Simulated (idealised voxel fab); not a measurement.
process module | voxel wiring stack
cross-section cut | 160 nm wide | cells 5 nm
A cross-section is a grid of square cells, given in bands from the top down. A band is one or more rows of cells.
Each band's line starts with the height of the band's top and of its bottom, in nm. Then come its materials from left to right, each with its width in nm. One material with "throughout" fills the band from edge to edge. "air" is empty space.
Height 0 is the level under which the wafer as received is all one material. The lowest band goes on downwards, as in "0 down".
A width such as "30 to 40" changes by the same amount from each row of cells to the next, from the band's top row to its bottom row.
"no change" after a step means that no cell of the cross-section changed.
closed voids: empty space of 8 cells or more with no open way to the top, each as width x height at its distance from the left edge, in nm
after a step's settings: what the simulator itself notes on the step
overlay nm, on a step with a mask: how far to the right of its planned place the mask lay; to the left if negative
plan
1 op RECEIVE | material Si
2 op CONFORMAL_DEP | material SiO2 | thk nm 15
3 op CONFORMAL_DEP | material SiN | thk nm 5
4 op DIRECTIONAL_DEP | material SiO2 | thk nm 25
5 op PATTERN | tone open | mask id METAL_1 | material resist | width nm 25 | pitch nm 45 | thk nm 15 | overlay nm 0
6 op DIRECTIONAL_ETCH | etch materials SiO2 | depth nm 25
7 op DIRECTIONAL_ETCH | etch materials SiN | depth nm 5
8 op STRIP | etch materials resist
9 op CONFORMAL_DEP | material TiN | thk nm 5
10 op FILL_DEP | material Ru | thk nm 10
11 op CMP | height nm 45
12 op CONFORMAL_DEP | material SiCN | thk nm 5
13 op DIRECTIONAL_DEP | material SiO2 | thk nm 30
14 op MASKED_ETCH | tone open | mask id METAL_2 | width nm 25 | pitch nm 45 | etch materials SiO2 | depth nm 20 | overlay nm 0
15 op PATTERN | tone open | mask id METAL_2_HOLES | material resist | width nm 15 | thk nm 20 | overlay nm 0
16 op DIRECTIONAL_ETCH | etch materials SiO2 | depth nm 10
17 op DIRECTIONAL_ETCH | etch materials SiCN | depth nm 5
18 op STRIP | etch materials resist
19 op CONFORMAL_DEP | material TiN | thk nm 5
20 op FILL_DEP | material Cu | thk nm 10
21 op CMP | height nm 80
22 op CONFORMAL_DEP | material SiCN | thk nm 5
23 op DIRECTIONAL_DEP | material lowk | thk nm 10
24 op MASKED_ETCH | tone open | mask id PLUG_2 | width nm 15 | etch materials lowk | depth nm 10 | overlay nm 0
25 op MASKED_ETCH | tone open | mask id PLUG_2 | width nm 15 | etch materials SiCN | depth nm 5 | overlay nm 0
26 op CONFORMAL_DEP | material TiN | thk nm 5
27 op FILL_DEP | material Cu | thk nm 5
28 op CMP | height nm 95
29 op CONFORMAL_DEP | material SiCN | thk nm 5
30 op DIRECTIONAL_DEP | material SiO2 | thk nm 20
31 op MASKED_ETCH | tone open | mask id METAL_3 | width nm 25 | pitch nm 45 | etch materials SiO2 | depth nm 20 | overlay nm 0
32 op MASKED_ETCH | tone open | mask id METAL_3 | width nm 25 | pitch nm 45 | etch materials SiCN | depth nm 5 | overlay nm 0
33 op CONFORMAL_DEP | material TiN | thk nm 5
34 op FILL_DEP | material Cu | thk nm 5
35 op CMP | height nm 120
36 op CONFORMAL_DEP | material SiCN | thk nm 5
as received, after step 1
  0 down: Si throughout
  closed voids: none
first wafer at the end, as planned
  125 to 120: SiCN throughout
  120 to 100: SiO2 45 | TiN 5 | Cu 15 | TiN 5 | SiO2 20 | TiN 5 | Cu 15 | TiN 5 | SiO2 45
  100 to 95: SiCN 45 | TiN 25 | SiCN 20 | TiN 25 | SiCN 45
  95 to 85: lowk 45 | TiN 5 | Cu 5 | TiN 5 | lowk 100
  85 to 80: SiCN 45 | TiN 15 | SiCN 100
  80 to 65: SiO2 45 | TiN 5 | Cu 15 | TiN 5 | SiO2 20 | TiN 5 | Cu 15 | TiN 5 | SiO2 45
  65 to 60: SiO2 45 | TiN 5 | Cu 5 | TiN 15 | SiO2 20 | TiN 25 | SiO2 45
  60 to 50: SiO2 45 | TiN 5 | Cu 5 | TiN 5 | SiO2 100
  50 to 45: SiCN 45 | TiN 15 | SiCN 100
  45 to 20: SiO2 45 | TiN 5 | Ru 15 | TiN 5 | SiO2 20 | TiN 5 | Ru 15 | TiN 5 | SiO2 45
  20 to 15: SiN 45 | TiN 25 | SiN 20 | TiN 25 | SiN 45
  15 to 0: SiO2 throughout
  0 down: Si throughout
  closed voids: none
second wafer at the end: like start, like plan, one mistake
  125 to 120: SiCN throughout
  120 to 100: SiO2 45 | TiN 5 | Cu 15 | TiN 5 | SiO2 20 | TiN 5 | Cu 15 | TiN 5 | SiO2 45
  100 to 95: SiCN 45 | TiN 25 | SiCN 20 | TiN 25 | SiCN 45
  95 to 85: lowk 45 | TiN 5 | Cu 5 | TiN 5 | lowk 100
  85 to 80: SiCN 45 | TiN 15 | SiCN 100
  80 to 70: Cu 55 to 40 | TiN 5 to 20 | SiO2 10 | TiN 5 | Cu 10 | TiN 5 | SiO2 25 | TiN 5 | Cu 40
  70 to 65: Cu 40 | TiN 5 | SiO2 25 | TiN 5 | Cu 10 | TiN 5 | SiO2 25 | TiN 5 | Cu 40
  65 to 60: TiN 45 | SiO2 25 | TiN 20 | SiO2 25 | TiN 45
  60 to 50: SiO2 throughout
  50 to 45: SiCN throughout
  45 to 20: SiO2 45 | TiN 5 | Ru 15 | TiN 5 | SiO2 20 | TiN 5 | Ru 15 | TiN 5 | SiO2 45
  20 to 15: SiN 45 | TiN 25 | SiN 20 | TiN 25 | SiN 45
  15 to 0: SiO2 throughout
  0 down: Si throughout
  closed voids: none
what went wrong: step 14 ran as: op MASKED_ETCH | tone cover | mask id METAL_2 | width nm 25 | pitch nm 45 | etch materials SiO2 | depth nm 20 | overlay nm 0
at the end the second wafer has, in cells: 36 more of Cu | 3 more of SiCN | 48 fewer of SiO2 | 9 more of TiN
